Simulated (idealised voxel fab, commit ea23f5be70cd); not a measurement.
The document below concerns the process module designated voxel wiring stack.
The figure presents cross-section cut, which has a width of 205 nm and is divided into square cells with an edge length of 5 nm.
For the purposes of this document, a cross-section shall be understood as a grid of square cells, specified as bands listed in top-to-bottom order, each band consisting of one or more rows of cells.
Band: top and bottom heights (nm) first, top before bottom; then materials from left to right, widths in nm. "all across" marks a sole material filling the band edge to edge. "blank" denotes empty space.
Zero point of the height axis is 0; under it, received wafer = one material. Lowest band: continues down indefinitely, "0 and below".
Quick explanation for "30->40": the width changes in equal steps down the rows of cells, from the first number in the band's top row to the second number in its bottom row.
No cell of the cross-section changed in a step that is given as "no modifications".
"Trapped voids" lists enclosed empty spaces (at least 8 cells, no open path upward to the top), each as width x height at distance from the left edge, in nm.
Step line, after settings: the simulator's comment on this step.
Among the settings permitted on a step's line is "overlay nm"; applied to a step with a mask, it specifies the extent to which the mask lay to the right of its planned position, whereas a negative figure signifies a position to the left.

# Process steps (planned)
step 1: RECEIVE | material Si
step 2: CONFORMAL_DEP | material SiO2 | thk nm 15
step 3: DIRECTIONAL_DEP | material TiN | thk nm 5
step 4: DIRECTIONAL_DEP | material W | thk nm 20
step 5: PATTERN | tone cover | mask id METAL_1 | material resist | width nm 30 | pitch nm 45 | thk nm 15 | overlay nm 0
step 6: DIRECTIONAL_ETCH | etch materials W | depth nm 20
step 7: DIRECTIONAL_ETCH | etch materials TiN | depth nm 5
step 8: STRIP | etch materials resist
step 9: FILL_DEP | material lowk | thk nm 10
step 10: CMP | height nm 40
step 11: CONFORMAL_DEP | material SiCN | thk nm 5
step 12: DIRECTIONAL_DEP | material lowk | thk nm 15
step 13: DIRECTIONAL_DEP | material aC | thk nm 15
step 14: PATTERN | tone open | mask id PLUG_1 | material resist | width nm 15 | pitch nm 45 | thk nm 30 | overlay nm 0
step 15: DIRECTIONAL_ETCH | etch materials aC | depth nm 15
step 16: STRIP | etch materials resist
step 17: DIRECTIONAL_ETCH | etch materials lowk | depth nm 15
step 18: DIRECTIONAL_ETCH | etch materials SiCN | depth nm 5
step 19: STRIP | etch materials aC
step 20: EPI | material Ru | thk nm 10
step 21: EPI | material Ru | thk nm 10
step 22: DIRECTIONAL_DEP | material TiN | thk nm 5
step 23: DIRECTIONAL_DEP | material Ru | thk nm 25
step 24: PATTERN | tone cover | mask id METAL_2 | material resist | width nm 30 | pitch nm 45 | thk nm 15 | overlay nm 0
step 25: DIRECTIONAL_ETCH | etch materials Ru | depth nm 25
step 26: DIRECTIONAL_ETCH | etch materials TiN | depth nm 5
step 27: STRIP | etch materials resist
step 28: FILL_DEP | material SiO2 | thk nm 10
step 29: CMP | height nm 90
step 30: CONFORMAL_DEP | material SiCN | thk nm 5
step 31: DIRECTIONAL_DEP | material SiO2 | thk nm 15
step 32: DIRECTIONAL_DEP | material aC | thk nm 15
step 33: PATTERN | tone open | mask id PLUG_2 | material resist | width nm 15 | pitch nm 90 | thk nm 35 | overlay nm 0
step 34: DIRECTIONAL_ETCH | etch materials aC | depth nm 15
step 35: STRIP | etch materials resist
step 36: DIRECTIONAL_ETCH | etch materials SiO2 | depth nm 15
step 37: DIRECTIONAL_ETCH | etch materials SiCN | depth nm 5
step 38: STRIP | etch materials aC
step 39: CONFORMAL_DEP | material TiN | thk nm 5
step 40: FILL_DEP | material Ru | thk nm 5
step 41: CMP | height nm 110
step 42: DIRECTIONAL_DEP | material TiN | thk nm 5
step 43: DIRECTIONAL_DEP | material Ru | thk nm 15
step 44: MASKED_ETCH | tone cover | mask id METAL_3 | width nm 30 | pitch nm 45 | etch materials Ru | depth nm 15 | overlay nm 0
step 45: MASKED_ETCH | tone cover | mask id METAL_3 | width nm 30 | pitch nm 45 | etch materials TiN | depth nm 5 | overlay nm 0
step 46: CONFORMAL_DEP | material SiCN | thk nm 5
step 47: FILL_DEP | material SiO2 | thk nm 5
step 48: CMP | height nm 130
step 49: CONFORMAL_DEP | material SiN | thk nm 5

# Concerning the first of two wafers, which was run in accordance with the plan

# Incoming wafer, cross-sectional view, post step 1
    0 and below: Si all across
    Trapped voids: none

# after step 2
    15 down to 0: SiO2 all across
    Beneath the level 0, the cross-section is identical to its previous state.

# after step 3
    20 down to 15: TiN all across
    Beneath the level 15, the cross-section is identical to its previous state.

# after step 4
    40 down to 20: W all across
    Beneath the level 20, the cross-section is identical to its previous state.

# after step 5
    55 down to 40: 20 blank  30 resist  15 blank  30 resist  15 blank  30 resist  15 blank  30 resist  20 blank
    Beneath the level 40, the cross-section is identical to its previous state.

# after step 6
    55 down to 40: 20 blank  30 resist  15 blank  30 resist  15 blank  30 resist  15 blank  30 resist  20 blank
    40 down to 20: 20 blank  30 W  15 blank  30 W  15 blank  30 W  15 blank  30 W  20 blank
    Beneath the level 20, the cross-section is identical to its previous state.

# after step 7
    55 down to 40: 20 blank  30 resist  15 blank  30 resist  15 blank  30 resist  15 blank  30 resist  20 blank
    40 down to 20: 20 blank  30 W  15 blank  30 W  15 blank  30 W  15 blank  30 W  20 blank
    20 down to 15: 20 blank  30 TiN  15 blank  30 TiN  15 blank  30 TiN  15 blank  30 TiN  20 blank
    Beneath the level 15, the cross-section is identical to its previous state.

# after step 8
    40 down to 20: 20 blank  30 W  15 blank  30 W  15 blank  30 W  15 blank  30 W  20 blank
    Beneath the level 20, the cross-section is identical to its previous state.

# after step 9
    50 down to 40: lowk all across
    40 down to 20: 20 lowk  30 W  15 lowk  30 W  15 lowk  30 W  15 lowk  30 W  20 lowk
    20 down to 15: 20 lowk  30 TiN  15 lowk  30 TiN  15 lowk  30 TiN  15 lowk  30 TiN  20 lowk
    Beneath the level 15, the cross-section is identical to its previous state.

# after step 10
    40 down to 20: 20 lowk  30 W  15 lowk  30 W  15 lowk  30 W  15 lowk  30 W  20 lowk
    Beneath the level 20, the cross-section is identical to its previous state.

# after step 11
    45 down to 40: SiCN all across
    Beneath the level 40, the cross-section is identical to its previous state.

# after step 12
    60 down to 45: lowk all across
    Beneath the level 45, the cross-section is identical to its previous state.

# after step 13
    75 down to 60: aC all across
    Beneath the level 60, the cross-section is identical to its previous state.

# after step 14
    105 down to 75: 20 resist  15 blank  30 resist  15 blank  30 resist  15 blank  30 resist  15 blank  35 resist
    Beneath the level 75, the cross-section is identical to its previous state.

# after step 15
    90 down to 75: 20 resist  15 blank  30 resist  15 blank  30 resist  15 blank  30 resist  15 blank  35 resist
    75 down to 60: 20 aC  15 blank  30 aC  15 blank  30 aC  15 blank  30 aC  15 blank  35 aC
    Beneath the level 60, the cross-section is identical to its previous state.

# after step 16
    75 down to 60: 20 aC  15 blank  30 aC  15 blank  30 aC  15 blank  30 aC  15 blank  35 aC
    Beneath the level 60, the cross-section is identical to its previous state.

# after step 17
    75 down to 60: 20 aC  15 blank  30 aC  15 blank  30 aC  15 blank  30 aC  15 blank  35 aC
    60 down to 45: 20 lowk  15 blank  30 lowk  15 blank  30 lowk  15 blank  30 lowk  15 blank  35 lowk
    Beneath the level 45, the cross-section is identical to its previous state.

# after step 18
    75 down to 60: 20 aC  15 blank  30 aC  15 blank  30 aC  15 blank  30 aC  15 blank  35 aC
    60 down to 45: 20 lowk  15 blank  30 lowk  15 blank  30 lowk  15 blank  30 lowk  15 blank  35 lowk
    45 down to 40: 20 SiCN  15 blank  30 SiCN  15 blank  30 SiCN  15 blank  30 SiCN  15 blank  35 SiCN
    Beneath the level 40, the cross-section is identical to its previous state.

# after step 19
    60 down to 45: 20 lowk  15 blank  30 lowk  15 blank  30 lowk  15 blank  30 lowk  15 blank  35 lowk
    Beneath the level 45, the cross-section is identical to its previous state.

# after step 20
    60 down to 50: 20 lowk  15 blank  30 lowk  15 blank  30 lowk  15 blank  30 lowk  15 blank  35 lowk
    50 down to 45: 20 lowk  15 Ru  30 lowk  15 Ru  30 lowk  15 Ru  30 lowk  15 Ru  35 lowk
    45 down to 40: 20 SiCN  15 Ru  30 SiCN  15 Ru  30 SiCN  15 Ru  30 SiCN  15 Ru  35 SiCN
    Beneath the level 40, the cross-section is identical to its previous state.

# after step 21
    60 down to 45: 20 lowk  15 Ru  30 lowk  15 Ru  30 lowk  15 Ru  30 lowk  15 Ru  35 lowk
    Beneath the level 45, the cross-section is identical to its previous state.

# after step 22
    65 down to 60: TiN all across
    Beneath the level 60, the cross-section is identical to its previous state.

# after step 23
    90 down to 65: Ru all across
    Beneath the level 65, the cross-section is identical to its previous state.

# after step 24
    105 down to 90: 20 blank  30 resist  15 blank  30 resist  15 blank  30 resist  15 blank  30 resist  20 blank
    Beneath the level 90, the cross-section is identical to its previous state.

# after step 25
    105 down to 90: 20 blank  30 resist  15 blank  30 resist  15 blank  30 resist  15 blank  30 resist  20 blank
    90 down to 65: 20 blank  30 Ru  15 blank  30 Ru  15 blank  30 Ru  15 blank  30 Ru  20 blank
    Beneath the level 65, the cross-section is identical to its previous state.

# after step 26
    105 down to 90: 20 blank  30 resist  15 blank  30 resist  15 blank  30 resist  15 blank  30 resist  20 blank
    90 down to 65: 20 blank  30 Ru  15 blank  30 Ru  15 blank  30 Ru  15 blank  30 Ru  20 blank
    65 down to 60: 20 blank  30 TiN  15 blank  30 TiN  15 blank  30 TiN  15 blank  30 TiN  20 blank
    Beneath the level 60, the cross-section is identical to its previous state.

# after step 27
    90 down to 65: 20 blank  30 Ru  15 blank  30 Ru  15 blank  30 Ru  15 blank  30 Ru  20 blank
    Beneath the level 65, the cross-section is identical to its previous state.

# after step 28
    100 down to 90: SiO2 all across
    90 down to 65: 20 SiO2  30 Ru  15 SiO2  30 Ru  15 SiO2  30 Ru  15 SiO2  30 Ru  20 SiO2
    65 down to 60: 20 SiO2  30 TiN  15 SiO2  30 TiN  15 SiO2  30 TiN  15 SiO2  30 TiN  20 SiO2
    Beneath the level 60, the cross-section is identical to its previous state.

# after step 29
    90 down to 65: 20 SiO2  30 Ru  15 SiO2  30 Ru  15 SiO2  30 Ru  15 SiO2  30 Ru  20 SiO2
    Beneath the level 65, the cross-section is identical to its previous state.

# after step 30
    95 down to 90: SiCN all across
    Beneath the level 90, the cross-section is identical to its previous state.

# after step 31
    110 down to 95: SiO2 all across
    Beneath the level 95, the cross-section is identical to its previous state.

# after step 32
    125 down to 110: aC all across
    Beneath the level 110, the cross-section is identical to its previous state.

# after step 33
    160 down to 125: 20 resist  15 blank  75 resist  15 blank  80 resist
    Beneath the level 125, the cross-section is identical to its previous state.

# after step 34
    145 down to 125: 20 resist  15 blank  75 resist  15 blank  80 resist
    125 down to 110: 20 aC  15 blank  75 aC  15 blank  80 aC
    Beneath the level 110, the cross-section is identical to its previous state.

# after step 35
    125 down to 110: 20 aC  15 blank  75 aC  15 blank  80 aC
    Beneath the level 110, the cross-section is identical to its previous state.

# after step 36
    125 down to 110: 20 aC  15 blank  75 aC  15 blank  80 aC
    110 down to 95: 20 SiO2  15 blank  75 SiO2  15 blank  80 SiO2
    Beneath the level 95, the cross-section is identical to its previous state.

# after step 37
    125 down to 110: 20 aC  15 blank  75 aC  15 blank  80 aC
    110 down to 95: 20 SiO2  15 blank  75 SiO2  15 blank  80 SiO2
    95 down to 90: 20 SiCN  15 blank  75 SiCN  15 blank  80 SiCN
    Beneath the level 90, the cross-section is identical to its previous state.

# after step 38
    110 down to 95: 20 SiO2  15 blank  75 SiO2  15 blank  80 SiO2
    Beneath the level 95, the cross-section is identical to its previous state.

# after step 39
    115 down to 110: 25 TiN  5 blank  85 TiN  5 blank  85 TiN
    110 down to 95: 20 SiO2  5 TiN  5 blank  5 TiN  75 SiO2  5 TiN  5 blank  5 TiN  80 SiO2
    95 down to 90: 20 SiCN  15 TiN  75 SiCN  15 TiN  80 SiCN
    Beneath the level 90, the cross-section is identical to its previous state.

# after step 40
    120 down to 115: Ru all across
    115 down to 110: 25 TiN  5 Ru  85 TiN  5 Ru  85 TiN
    110 down to 95: 20 SiO2  5 TiN  5 Ru  5 TiN  75 SiO2  5 TiN  5 Ru  5 TiN  80 SiO2
    Beneath the level 95, the cross-section is identical to its previous state.

# after step 41
    110 down to 95: 20 SiO2  5 TiN  5 Ru  5 TiN  75 SiO2  5 TiN  5 Ru  5 TiN  80 SiO2
    Beneath the level 95, the cross-section is identical to its previous state.

# after step 42
    115 down to 110: TiN all across
    Beneath the level 110, the cross-section is identical to its previous state.

# after step 43
    130 down to 115: Ru all across
    Beneath the level 115, the cross-section is identical to its previous state.

# after step 44
    130 down to 115: 20 blank  30 Ru  15 blank  30 Ru  15 blank  30 Ru  15 blank  30 Ru  20 blank
    Beneath the level 115, the cross-section is identical to its previous state.

# after step 45
    130 down to 115: 20 blank  30 Ru  15 blank  30 Ru  15 blank  30 Ru  15 blank  30 Ru  20 blank
    115 down to 110: 20 blank  30 TiN  15 blank  30 TiN  15 blank  30 TiN  15 blank  30 TiN  20 blank
    Beneath the level 110, the cross-section is identical to its previous state.

# after step 46
    135 down to 130: 15 blank  40 SiCN  5 blank  40 SiCN  5 blank  40 SiCN  5 blank  40 SiCN  15 blank
    130 down to 115: 15 blank  5 SiCN  30 Ru  5 SiCN  5 blank  5 SiCN  30 Ru  5 SiCN  5 blank  5 SiCN  30 Ru  5 SiCN  5 blank  5 SiCN  30 Ru  5 SiCN  15 blank
    115 down to 110: 20 SiCN  30 TiN  15 SiCN  30 TiN  15 SiCN  30 TiN  15 SiCN  30 TiN  20 SiCN
    Beneath the level 110, the cross-section is identical to its previous state.

# after step 47
    140 down to 135: SiO2 all across
    135 down to 130: 15 SiO2  40 SiCN  5 SiO2  40 SiCN  5 SiO2  40 SiCN  5 SiO2  40 SiCN  15 SiO2
    130 down to 115: 15 SiO2  5 SiCN  30 Ru  5 SiCN  5 SiO2  5 SiCN  30 Ru  5 SiCN  5 SiO2  5 SiCN  30 Ru  5 SiCN  5 SiO2  5 SiCN  30 Ru  5 SiCN  15 SiO2
    Beneath the level 115, the cross-section is identical to its previous state.

# after step 48
    130 down to 115: 15 SiO2  5 SiCN  30 Ru  5 SiCN  5 SiO2  5 SiCN  30 Ru  5 SiCN  5 SiO2  5 SiCN  30 Ru  5 SiCN  5 SiO2  5 SiCN  30 Ru  5 SiCN  15 SiO2
    Beneath the level 115, the cross-section is identical to its previous state.

# after step 49
    135 down to 130: SiN all across
    Beneath the level 130, the cross-section is identical to its previous state.

# Second wafer - shared start and plan with the first - one error in running - same as the first up to step 10 inclusive

# Cross-sectional view of the second wafer at the intended end time of process step 11
    55 down to 40: lowk all across
    Beneath the level 40, the cross-section is identical to its previous state.

# Cross-sectional view of the second wafer at the intended end time of process step 12
    60 down to 55: SiCN all across
    Beneath the level 55, the cross-section is identical to its previous state.

# Cross-sectional view of the second wafer at the intended end time of process step 13
    75 down to 60: aC all across
    Beneath the level 60, the cross-section is identical to its previous state.

# Cross-sectional view of the second wafer at the intended end time of process step 14
    105 down to 75: 20 resist  15 blank  30 resist  15 blank  30 resist  15 blank  30 resist  15 blank  35 resist
    Beneath the level 75, the cross-section is identical to its previous state.

# Cross-sectional view of the second wafer at the intended end time of process step 15
    90 down to 75: 20 resist  15 blank  30 resist  15 blank  30 resist  15 blank  30 resist  15 blank  35 resist
    75 down to 60: 20 aC  15 blank  30 aC  15 blank  30 aC  15 blank  30 aC  15 blank  35 aC
    Beneath the level 60, the cross-section is identical to its previous state.

# Cross-sectional view of the second wafer at the intended end time of process step 16
    75 down to 60: 20 aC  15 blank  30 aC  15 blank  30 aC  15 blank  30 aC  15 blank  35 aC
    Beneath the level 60, the cross-section is identical to its previous state.

Cross-sectional view of the second wafer at the intended end time of process step 17: no modifications

# Cross-sectional view of the second wafer at the intended end time of process step 18
    75 down to 60: 20 aC  15 blank  30 aC  15 blank  30 aC  15 blank  30 aC  15 blank  35 aC
    60 down to 55: 20 SiCN  15 blank  30 SiCN  15 blank  30 SiCN  15 blank  30 SiCN  15 blank  35 SiCN
    Beneath the level 55, the cross-section is identical to its previous state.

# Cross-sectional view of the second wafer at the intended end time of process step 19
    60 down to 55: 20 SiCN  15 blank  30 SiCN  15 blank  30 SiCN  15 blank  30 SiCN  15 blank  35 SiCN
    Beneath the level 55, the cross-section is identical to its previous state.

Cross-sectional view of the second wafer at the intended end time of process step 20: no modifications

Cross-sectional view of the second wafer at the intended end time of process step 21: no modifications

# Cross-sectional view of the second wafer at the intended end time of process step 22
    65 down to 60: 20 TiN  15 blank  30 TiN  15 blank  30 TiN  15 blank  30 TiN  15 blank  35 TiN
    60 down to 55: 20 SiCN  15 TiN  30 SiCN  15 TiN  30 SiCN  15 TiN  30 SiCN  15 TiN  35 SiCN
    Beneath the level 55, the cross-section is identical to its previous state.

# Cross-sectional view of the second wafer at the intended end time of process step 23
    90 down to 85: 20 Ru  15 blank  30 Ru  15 blank  30 Ru  15 blank  30 Ru  15 blank  35 Ru
    85 down to 65: Ru all across
    65 down to 60: 20 TiN  15 Ru  30 TiN  15 Ru  30 TiN  15 Ru  30 TiN  15 Ru  35 TiN
    Beneath the level 60, the cross-section is identical to its previous state.

# Cross-sectional view of the second wafer at the intended end time of process step 24
    105 down to 90: 20 blank  30 resist  15 blank  30 resist  15 blank  30 resist  15 blank  30 resist  20 blank
    90 down to 85: 20 Ru  15 resist  30 Ru  15 resist  30 Ru  15 resist  30 Ru  15 resist  35 Ru
    Beneath the level 85, the cross-section is identical to its previous state.

# Cross-sectional view of the second wafer at the intended end time of process step 25
    105 down to 90: 20 blank  30 resist  15 blank  30 resist  15 blank  30 resist  15 blank  30 resist  20 blank
    90 down to 85: 20 blank  15 resist  15 Ru  15 blank  15 resist  15 Ru  15 blank  15 resist  15 Ru  15 blank  15 resist  15 Ru  20 blank
    85 down to 65: 20 blank  30 Ru  15 blank  30 Ru  15 blank  30 Ru  15 blank  30 Ru  20 blank
    Beneath the level 65, the cross-section is identical to its previous state.

# Cross-sectional view of the second wafer at the intended end time of process step 26
    105 down to 90: 20 blank  30 resist  15 blank  30 resist  15 blank  30 resist  15 blank  30 resist  20 blank
    90 down to 85: 20 blank  15 resist  15 Ru  15 blank  15 resist  15 Ru  15 blank  15 resist  15 Ru  15 blank  15 resist  15 Ru  20 blank
    85 down to 65: 20 blank  30 Ru  15 blank  30 Ru  15 blank  30 Ru  15 blank  30 Ru  20 blank
    65 down to 60: 20 blank  15 Ru  15 TiN  15 blank  15 Ru  15 TiN  15 blank  15 Ru  15 TiN  15 blank  15 Ru  15 TiN  20 blank
    Beneath the level 60, the cross-section is identical to its previous state.

# Cross-sectional view of the second wafer at the intended end time of process step 27
    90 down to 85: 35 blank  15 Ru  30 blank  15 Ru  30 blank  15 Ru  30 blank  15 Ru  20 blank
    Beneath the level 85, the cross-section is identical to its previous state.

# Cross-sectional view of the second wafer at the intended end time of process step 28
    100 down to 90: SiO2 all across
    90 down to 85: 35 SiO2  15 Ru  30 SiO2  15 Ru  30 SiO2  15 Ru  30 SiO2  15 Ru  20 SiO2
    85 down to 65: 20 SiO2  30 Ru  15 SiO2  30 Ru  15 SiO2  30 Ru  15 SiO2  30 Ru  20 SiO2
    65 down to 60: 20 SiO2  15 Ru  15 TiN  15 SiO2  15 Ru  15 TiN  15 SiO2  15 Ru  15 TiN  15 SiO2  15 Ru  15 TiN  20 SiO2
    Beneath the level 60, the cross-section is identical to its previous state.

# Cross-sectional view of the second wafer at the intended end time of process step 29
    90 down to 85: 35 SiO2  15 Ru  30 SiO2  15 Ru  30 SiO2  15 Ru  30 SiO2  15 Ru  20 SiO2
    Beneath the level 85, the cross-section is identical to its previous state.

# Cross-sectional view of the second wafer at the intended end time of process step 30
    95 down to 90: SiCN all across
    Beneath the level 90, the cross-section is identical to its previous state.

# Cross-sectional view of the second wafer at the intended end time of process step 31
    110 down to 95: SiO2 all across
    Beneath the level 95, the cross-section is identical to its previous state.

# Cross-sectional view of the second wafer at the intended end time of process step 32
    125 down to 110: aC all across
    Beneath the level 110, the cross-section is identical to its previous state.

# Cross-sectional view of the second wafer at the intended end time of process step 33
    160 down to 125: 20 resist  15 blank  75 resist  15 blank  80 resist
    Beneath the level 125, the cross-section is identical to its previous state.

# Cross-sectional view of the second wafer at the intended end time of process step 34
    145 down to 125: 20 resist  15 blank  75 resist  15 blank  80 resist
    125 down to 110: 20 aC  15 blank  75 aC  15 blank  80 aC
    Beneath the level 110, the cross-section is identical to its previous state.

# Cross-sectional view of the second wafer at the intended end time of process step 35
    125 down to 110: 20 aC  15 blank  75 aC  15 blank  80 aC
    Beneath the level 110, the cross-section is identical to its previous state.

# Cross-sectional view of the second wafer at the intended end time of process step 36
    125 down to 110: 20 aC  15 blank  75 aC  15 blank  80 aC
    110 down to 95: 20 SiO2  15 blank  75 SiO2  15 blank  80 SiO2
    Beneath the level 95, the cross-section is identical to its previous state.

# Cross-sectional view of the second wafer at the intended end time of process step 37
    125 down to 110: 20 aC  15 blank  75 aC  15 blank  80 aC
    110 down to 95: 20 SiO2  15 blank  75 SiO2  15 blank  80 SiO2
    95 down to 90: 20 SiCN  15 blank  75 SiCN  15 blank  80 SiCN
    Beneath the level 90, the cross-section is identical to its previous state.

# Cross-sectional view of the second wafer at the intended end time of process step 38
    110 down to 95: 20 SiO2  15 blank  75 SiO2  15 blank  80 SiO2
    Beneath the level 95, the cross-section is identical to its previous state.

# Cross-sectional view of the second wafer at the intended end time of process step 39
    115 down to 110: 25 TiN  5 blank  85 TiN  5 blank  85 TiN
    110 down to 95: 20 SiO2  5 TiN  5 blank  5 TiN  75 SiO2  5 TiN  5 blank  5 TiN  80 SiO2
    95 down to 90: 20 SiCN  15 TiN  75 SiCN  15 TiN  80 SiCN
    Beneath the level 90, the cross-section is identical to its previous state.

# Cross-sectional view of the second wafer at the intended end time of process step 40
    120 down to 115: Ru all across
    115 down to 110: 25 TiN  5 Ru  85 TiN  5 Ru  85 TiN
    110 down to 95: 20 SiO2  5 TiN  5 Ru  5 TiN  75 SiO2  5 TiN  5 Ru  5 TiN  80 SiO2
    Beneath the level 95, the cross-section is identical to its previous state.

# Cross-sectional view of the second wafer at the intended end time of process step 41
    110 down to 95: 20 SiO2  5 TiN  5 Ru  5 TiN  75 SiO2  5 TiN  5 Ru  5 TiN  80 SiO2
    Beneath the level 95, the cross-section is identical to its previous state.

# Cross-sectional view of the second wafer at the intended end time of process step 42
    115 down to 110: TiN all across
    Beneath the level 110, the cross-section is identical to its previous state.

# Cross-sectional view of the second wafer at the intended end time of process step 43
    130 down to 115: Ru all across
    Beneath the level 115, the cross-section is identical to its previous state.

# Cross-sectional view of the second wafer at the intended end time of process step 44
    130 down to 115: 20 blank  30 Ru  15 blank  30 Ru  15 blank  30 Ru  15 blank  30 Ru  20 blank
    Beneath the level 115, the cross-section is identical to its previous state.

# Cross-sectional view of the second wafer at the intended end time of process step 45
    130 down to 115: 20 blank  30 Ru  15 blank  30 Ru  15 blank  30 Ru  15 blank  30 Ru  20 blank
    115 down to 110: 20 blank  30 TiN  15 blank  30 TiN  15 blank  30 TiN  15 blank  30 TiN  20 blank
    Beneath the level 110, the cross-section is identical to its previous state.

# Cross-sectional view of the second wafer at the intended end time of process step 46
    135 down to 130: 15 blank  40 SiCN  5 blank  40 SiCN  5 blank  40 SiCN  5 blank  40 SiCN  15 blank
    130 down to 115: 15 blank  5 SiCN  30 Ru  5 SiCN  5 blank  5 SiCN  30 Ru  5 SiCN  5 blank  5 SiCN  30 Ru  5 SiCN  5 blank  5 SiCN  30 Ru  5 SiCN  15 blank
    115 down to 110: 20 SiCN  30 TiN  15 SiCN  30 TiN  15 SiCN  30 TiN  15 SiCN  30 TiN  20 SiCN
    Beneath the level 110, the cross-section is identical to its previous state.

# Cross-sectional view of the second wafer at the intended end time of process step 47
    140 down to 135: SiO2 all across
    135 down to 130: 15 SiO2  40 SiCN  5 SiO2  40 SiCN  5 SiO2  40 SiCN  5 SiO2  40 SiCN  15 SiO2
    130 down to 115: 15 SiO2  5 SiCN  30 Ru  5 SiCN  5 SiO2  5 SiCN  30 Ru  5 SiCN  5 SiO2  5 SiCN  30 Ru  5 SiCN  5 SiO2  5 SiCN  30 Ru  5 SiCN  15 SiO2
    Beneath the level 115, the cross-section is identical to its previous state.

# Cross-sectional view of the second wafer at the intended end time of process step 48
    130 down to 115: 15 SiO2  5 SiCN  30 Ru  5 SiCN  5 SiO2  5 SiCN  30 Ru  5 SiCN  5 SiO2  5 SiCN  30 Ru  5 SiCN  5 SiO2  5 SiCN  30 Ru  5 SiCN  15 SiO2
    Beneath the level 115, the cross-section is identical to its previous state.

# Cross-sectional view of the second wafer at the intended end time of process step 49
    135 down to 130: SiN all across
    Beneath the level 130, the cross-section is identical to its previous state.
Heads up, the wafer didn't run the way we planned it: order of steps 11 and 12 inverted relative to the plan
Cell-count delta at end, second wafer over first, by material: Ru: 48 fewer | SiO2: 12 more | lowk: 36 more
